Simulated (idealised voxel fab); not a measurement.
Name of the process module below: voxel transistor to metal
The figure presents cross-section cut, which has a width of 160 nm and is divided into square cells with an edge length of 5 nm.
Notation: cross-section as square-cell grid; stated in bands, top first, going down; one or more cell rows per band. What a band's entry tells you: where the top is and where the bottom is, as heights in nm, and after that what lies inside, material by material from left to right, each with its width in nm. Empty space is written as the word "air", and a single material marked with the word "full width" occupies the band from edge to edge. Convention: height 0 is the level below which the wafer, as received, is all one material. The lowest band does not terminate at the bottom but continues downward, represented as "0..down". Top row gets the first number, bottom row gets the second, and each row in between changes by the same step: that is how a band width like "30 to 40" works. When a step is marked "no alterations made", none of the cells in the cross-section changed during that step. This entry, "Fully enclosed voids", enumerates those empty regions of no fewer than 8 cells that possess no open connection to the top. Each region is reported in the form width x height at distance, the distance being taken from the left edge, with all three quantities expressed in nm. Read whatever lies past the settings on a step's line as the simulator's own remark about the step. A step line may carry the setting "overlay nm", which, for steps involving a mask, states the distance by which the mask lay to the right of its intended position; negative values denote displacement to the left.
**The planned process steps are enumerated hereunder**
step 1: RECEIVE with material Si
step 2: OXIDIZE with depth nm 5
step 3: CONFORMAL_DEP with material SiN, thk nm 15
step 4: DIRECTIONAL_DEP with material aC, thk nm 10
step 5: PATTERN with tone cover, mask id ACTIVE, material resist, width nm 125, thk nm 25, overlay nm 0
step 6: DIRECTIONAL_ETCH with etch materials aC, depth nm 10
step 7: STRIP with etch materials resist
step 8: DIRECTIONAL_ETCH with etch materials SiN, depth nm 15
step 9: DIRECTIONAL_ETCH with etch materials SiO2, depth nm 5
step 10: DIRECTIONAL_ETCH with etch materials Si, depth nm 20
step 11: STRIP with etch materials aC
step 12: FILL_DEP with material SiO2, thk nm 5
step 13: CMP with height nm 15
step 14: SELECTIVE_ETCH with etch materials SiO2, depth nm 15
step 15: STRIP with etch materials SiN
step 16: SELECTIVE_ETCH with etch materials SiO2, depth nm 5
step 17: OXIDIZE with depth nm 5
step 18: DIRECTIONAL_DEP with material polySi, thk nm 25
step 19: DIRECTIONAL_DEP with material SiCN, thk nm 15
step 20: MASKED_ETCH with tone cover, mask id GATE, width nm 35, etch materials SiCN, depth nm 25, overlay nm 0
step 21: MASKED_ETCH with tone cover, mask id GATE, width nm 35, etch materials polySi, depth nm 35, overlay nm 0
step 22: CONFORMAL_DEP with material SiN, thk nm 5
step 23: DIRECTIONAL_ETCH with etch materials SiN, depth nm 5
step 24: DIRECTIONAL_ETCH with etch materials SiO2, depth nm 5
step 25: DIRECTIONAL_ETCH with etch materials Si, depth nm 15
step 26: EPI with material pSi, thk nm 20
step 27: FILL_DEP with material SiO2, thk nm 10
step 28: CMP with height nm 20
step 29: STRIP with etch materials polySi
step 30: SELECTIVE_ETCH with etch materials SiO2, depth nm 5
step 31: CONFORMAL_DEP with material HfO2, thk nm 5
step 32: CONFORMAL_DEP with material TiN, thk nm 5
step 33: FILL_DEP with material W, thk nm 5
step 34: CMP with height nm 15
step 35: DIRECTIONAL_DEP with material SiO2, thk nm 10
step 36: DIRECTIONAL_DEP with material aC, thk nm 10
step 37: PATTERN with tone open, mask id CONTACT, material resist, width nm 20, pitch nm 95, thk nm 25, overlay nm 0
step 38: DIRECTIONAL_ETCH with etch materials aC, depth nm 10
step 39: STRIP with etch materials resist
step 40: DIRECTIONAL_ETCH with etch materials SiO2, depth nm 30
step 41: STRIP with etch materials aC
step 42: CONFORMAL_DEP with material TiN, thk nm 5
step 43: FILL_DEP with material Ru, thk nm 5
step 44: CMP with height nm 25
step 45: DIRECTIONAL_DEP with material TiN, thk nm 5
step 46: DIRECTIONAL_DEP with material W, thk nm 20
step 47: MASKED_ETCH with tone cover, mask id METAL_1, width nm 20, pitch nm 95, etch materials W, depth nm 20, overlay nm 0
step 48: MASKED_ETCH with tone cover, mask id METAL_1, width nm 20, pitch nm 95, etch materials TiN, depth nm 5, overlay nm 0
step 49: CONFORMAL_DEP with material SiCN, thk nm 5
step 50: FILL_DEP with material lowk, thk nm 10
step 51: CMP with height nm 50
step 52: CONFORMAL_DEP with material SiN, thk nm 5
**As-received state of the wafer in cross-section, equivalent to post-step 1**
	0..down: Si full width
	Fully enclosed voids: none
**Module complete, cross-section. Starting point and plan per above. One mistake made in running the module**
	55..50: SiN full width
	50..40: lowk: 15  SiCN: 5  W: 20  SiCN: 5  lowk: 65  SiCN: 5  W: 20  SiCN: 5  lowk: 20
	40..35: SiCN: 20  TiN: 20  SiCN: 75  TiN: 20  SiCN: 25
	35..25: TiN full width
	25..15: SiO2: 20  TiN: 5  Ru: 10  TiN: 5  SiO2: 75  TiN: 5  Ru: 10  TiN: 5  SiO2: 25
	15..10: SiO2: 20  TiN: 5  Ru: 5  TiN: 10  SiO2: 15  SiN: 5  HfO2: 5  TiN: 5  W: 15  TiN: 5  HfO2: 5  SiN: 5  SiO2: 15  TiN: 10  Ru: 5  TiN: 5  SiO2: 25
	10..0: SiO2: 20  TiN: 5  Ru: 5  TiN: 5  pSi: 20  SiN: 5  HfO2: 5  TiN: 5  W: 15  TiN: 5  HfO2: 5  SiN: 5  pSi: 20  TiN: 5  Ru: 5  TiN: 5  SiO2: 25
	0..-5: SiO2: 20  TiN: 15  pSi: 20  SiN: 5  HfO2: 5  TiN: 25  HfO2: 5  SiN: 5  pSi: 20  TiN: 15  SiO2: 25
	-5..-10: SiO2: 10  pSi: 45  HfO2: 45  pSi: 45  SiO2: 15
	-10..-25: SiO2: 15  pSi: 40  Si: 45  pSi: 40  SiO2: 20
	-25..down: Si full width
	Fully enclosed voids: none
Finding, execution versus plan: for step 45, the planned setting was not used; the step was instead run as DIRECTIONAL_DEP with material TiN, thk nm 15
